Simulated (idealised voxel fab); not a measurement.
Process module, titled voxel double patterning
It is cross-section cut that appears here, measuring 220 nm in width, its square cells being 5 nm in size.
The cross-sections in this document take the form of a grid made of square cells. They are written out as bands, in order from top to bottom. Each band consists of one or more rows of cells. It is stipulated that each band's entry specify, in nanometres, the height of the top of the band and then that of its bottom, followed by the materials of the band in left-to-right sequence, each together with its width in nanometres. A single material marked by the word "full width" is understood to fill the band from edge to edge; the word "air" is understood to denote empty space. Counting heights begins at 0, where everything beneath is, in the wafer as received, one material. The lowest band has no bottom; it goes on downwards, as "0 and below" shows. The notation "30..40" denotes a width that varies across the rows of cells in the band, beginning at the first number in the top row, finishing at the second number in the bottom row, and changing by an identical amount from each row to the next. The designation "no change", where it is given for a processing step, indicates that no cell of the cross-section was altered in the course of that step. Listed in "Sealed-off cavities": every empty space of 8 or more cells without an open way to the top. Form: width x height at distance, the distance being from the left edge, all in nm. Where a step's line continues beyond its settings, the continuation is a remark by the simulator itself on that step. What "overlay nm" on a step's line means: if the step has a mask, that mask lay this far to the right of its planned place, or, when the value is negative, to the left.
So here's the lineup of process steps we planned
1,RECEIVE, material Si
2,CONFORMAL_DEP, material SiO2, thk nm 10
3,DIRECTIONAL_DEP, material TiN, thk nm 20
4,DIRECTIONAL_DEP, material SiN, thk nm 10
5,PATTERN, tone open, mask id FIRST, material resist, width nm 15, pitch nm 50, thk nm 15, overlay nm 0
6,DIRECTIONAL_ETCH, etch materials SiN, depth nm 10
7,STRIP, etch materials resist
8,DIRECTIONAL_DEP, material aC, thk nm 15
9,PATTERN, tone open, mask id SECOND, material resist, width nm 15, thk nm 35, overlay nm 0
10,DIRECTIONAL_ETCH, etch materials aC, depth nm 15
11,STRIP, etch materials resist
12,DIRECTIONAL_ETCH, etch materials SiN, depth nm 10
13,STRIP, etch materials aC
14,DIRECTIONAL_ETCH, etch materials TiN, depth nm 20
15,STRIP, etch materials SiN
Cross-section of the wafer as it came to us, i.e., already through step 1
0 and below = Si full width
Sealed-off cavities: none
End-of-module XS, first of two wafers, run as planned
30 down to 10 = 75 of TiN, 15 of air, 10 of TiN, 15 of air, 10 of TiN, 15 of air, 80 of TiN
10 down to 0 = SiO2 full width
0 and below = Si full width
Sealed-off cavities: none
Second wafer at the end: like start, like plan, one mistake
25 down to 5 = 75 of TiN, 15 of air, 10 of TiN, 15 of air, 10 of TiN, 15 of air, 80 of TiN
5 down to 0 = SiO2 full width
0 and below = Si full width
Sealed-off cavities: none
It is concluded that the wafer was processed incorrectly with respect to the plan, in that step 2 was not run as planned; what actually ran was CONFORMAL_DEP, material SiO2, thk nm 5
Upon completion, the second wafer contains, in terms of cells, a greater or smaller amount of certain materials than the first wafer: SiO2 -44
